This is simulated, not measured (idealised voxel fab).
process module | voxel quadruple lines
cross-section cut | 205 nm wide | cells 5 nm
A cross-section is a grid of square cells, given in bands from the top down. A band is one or more rows of cells.
Each band's line starts with the height of the band's top and of its bottom, in nm. Then come its materials from left to right, each with its width in nm. One material with "throughout" fills the band from edge to edge. "air" is empty space.
Height 0 is the level under which the wafer as received is all one material. The lowest band goes on downwards, as in "0 down".
A width such as "30 to 40" changes by the same amount from each row of cells to the next, from the band's top row to its bottom row.
"no change" after a step means that no cell of the cross-section changed.
closed voids: empty space of 8 cells or more with no open way to the top, each as width x height at its distance from the left edge, in nm
after a step's settings: what the simulator itself notes on the step
overlay nm, on a step with a mask: how far to the right of its planned place the mask lay; to the left if negative
Each pair below shows a cross-section before one step and the cross-section after it, down to the lowest band that changed. The line under each pair gives the step between them, with its settings. The pairs can come from different runs of this module on the same starting wafer, so a pair continues from the pair above only where its "before" says so.
before
  35 to 20: air 55 | SiN 5 | air 10 | SiN 5 | air 10 | SiN 5 | air 10 | SiN 5 | air 10 | SiN 5 | air 10 | SiN 5 | air 10 | SiN 5 | air 10 | SiN 5 | air 40
  20 to 5: air 55 | Ru 5 | air 10 | Ru 5 | air 10 | Ru 5 | air 10 | Ru 5 | air 10 | Ru 5 | air 10 | Ru 5 | air 10 | Ru 5 | air 10 | Ru 5 | air 40
  5 to 0: SiO2 throughout
  0 down: Si throughout
  closed voids: none
after
  20 to 5: air 55 | Ru 5 | air 10 | Ru 5 | air 10 | Ru 5 | air 10 | Ru 5 | air 10 | Ru 5 | air 10 | Ru 5 | air 10 | Ru 5 | air 10 | Ru 5 | air 40
  below 5: unchanged
  closed voids: none
the step between: op STRIP | etch materials SiN
before
  55 to 35: air 60 | aC 20 | air 40 | aC 20 | air 65
  35 to 20: polySi throughout
  20 to 5: Ru throughout
  5 to 0: SiO2 throughout
  0 down: Si throughout
  closed voids: none
after
  65 to 55: air 50 | SiN 40 | air 20 | SiN 40 | air 55
  55 to 45: air 50 | SiN 10 | aC 20 | SiN 10 | air 20 | SiN 10 | aC 20 | SiN 10 | air 55
  45 to 35: SiN 60 | aC 20 | SiN 40 | aC 20 | SiN 65
  below 35: unchanged
  closed voids: none
the step between: op CONFORMAL_DEP | material SiN | thk nm 10
before: the cross-section after the pair above
after
  70 to 55: air 45 | SiN 50 | air 10 | SiN 50 | air 50
  55 to 50: air 45 | SiN 15 | aC 20 | SiN 15 | air 10 | SiN 15 | aC 20 | SiN 15 | air 50
  50 to 35: SiN 60 | aC 20 | SiN 40 | aC 20 | SiN 65
  below 35: unchanged
  closed voids: none
the step between: op CONFORMAL_DEP | material SiN | thk nm 5
before: the cross-section after the pair above
after
  65 to 55: air 45 | SiN 50 | air 10 | SiN 50 | air 50
  55 to 45: air 45 | SiN 15 | aC 20 | SiN 15 | air 10 | SiN 15 | aC 20 | SiN 15 | air 50
  below 45: unchanged
  closed voids: none
the step between: op DIRECTIONAL_ETCH | etch materials SiN | depth nm 5
before: the cross-section after the pair above
after
  55 to 35: air 60 | aC 20 | air 40 | aC 20 | air 65
  below 35: unchanged
  closed voids: none
the step between: op STRIP | etch materials SiN
before
  55 to 35: aC throughout
  35 to 20: polySi throughout
  20 to 5: Ru throughout
  5 to 0: SiO2 throughout
  0 down: Si throughout
  closed voids: none
after
  80 to 55: resist 60 | air 20 | resist 40 | air 20 | resist 65
  below 55: unchanged
  closed voids: none
the step between: op PATTERN | tone open | mask id MANDREL | material resist | width nm 20 | pitch nm 60 | thk nm 25 | overlay nm 0
before: the cross-section after the pair above
after
  60 to 55: resist 60 | air 20 | resist 40 | air 20 | resist 65
  55 to 35: aC 60 | air 20 | aC 40 | air 20 | aC 65
  below 35: unchanged
  closed voids: none
the step between: op DIRECTIONAL_ETCH | etch materials aC | depth nm 20
before: the cross-section after the pair above
after
  55 to 35: aC 60 | air 20 | aC 40 | air 20 | aC 65
  below 35: unchanged
  closed voids: none
the step between: op STRIP | etch materials resist
before: the cross-section after the pair above
after
  65 to 55: SiO2 throughout
  55 to 35: aC 60 | SiO2 20 | aC 40 | SiO2 20 | aC 65
  below 35: unchanged
  closed voids: none
the step between: op CONFORMAL_DEP | material SiO2 | thk nm 10
before: the cross-section after the pair above
after
  55 to 35: aC 60 | SiO2 20 | aC 40 | SiO2 20 | aC 65
  below 35: unchanged
  closed voids: none
the step between: op DIRECTIONAL_ETCH | etch materials SiO2 | depth nm 10
before: the cross-section after the pair above
after
  55 to 35: air 60 | SiO2 20 | air 40 | SiO2 20 | air 65
  below 35: unchanged
  closed voids: none
the step between: op STRIP | etch materials aC
before: the cross-section after the pair above
after
  55 to 35: air 60 | SiO2 20 | air 40 | SiO2 20 | air 65
  35 to 20: air 60 | polySi 20 | air 40 | polySi 20 | air 65
  below 20: unchanged
  closed voids: none
the step between: op DIRECTIONAL_ETCH | etch materials polySi | depth nm 15
before: the cross-section after the pair above
after
  35 to 20: air 60 | polySi 20 | air 40 | polySi 20 | air 65
  below 20: unchanged
  closed voids: none
the step between: op STRIP | etch materials SiO2
before: the cross-section after the pair above
after
  40 to 35: air 55 | SiN 30 | air 30 | SiN 30 | air 60
  35 to 25: air 55 | SiN 5 | polySi 20 | SiN 5 | air 30 | SiN 5 | polySi 20 | SiN 5 | air 60
  25 to 20: SiN 60 | polySi 20 | SiN 40 | polySi 20 | SiN 65
  below 20: unchanged
  closed voids: none
the step between: op CONFORMAL_DEP | material SiN | thk nm 5
before: the cross-section after the pair above
after
  35 to 20: air 55 | SiN 5 | polySi 20 | SiN 5 | air 30 | SiN 5 | polySi 20 | SiN 5 | air 60
  below 20: unchanged
  closed voids: none
the step between: op DIRECTIONAL_ETCH | etch materials SiN | depth nm 5
before: the cross-section after the pair above
after
  35 to 20: air 55 | SiN 5 | air 20 | SiN 5 | air 30 | SiN 5 | air 20 | SiN 5 | air 60
  below 20: unchanged
  closed voids: none
the step between: op STRIP | etch materials polySi
before: the cross-section after the pair above
after
  35 to 20: air 55 | SiN 5 | air 20 | SiN 5 | air 30 | SiN 5 | air 20 | SiN 5 | air 60
  20 to 5: air 55 | Ru 5 | air 20 | Ru 5 | air 30 | Ru 5 | air 20 | Ru 5 | air 60
  below 5: unchanged
  closed voids: none
the step between: op DIRECTIONAL_ETCH | etch materials Ru | depth nm 15
before: the cross-section after the pair above
after
  20 to 5: air 55 | Ru 5 | air 20 | Ru 5 | air 30 | Ru 5 | air 20 | Ru 5 | air 60
  below 5: unchanged
  closed voids: none
the step between: op STRIP | etch materials SiN
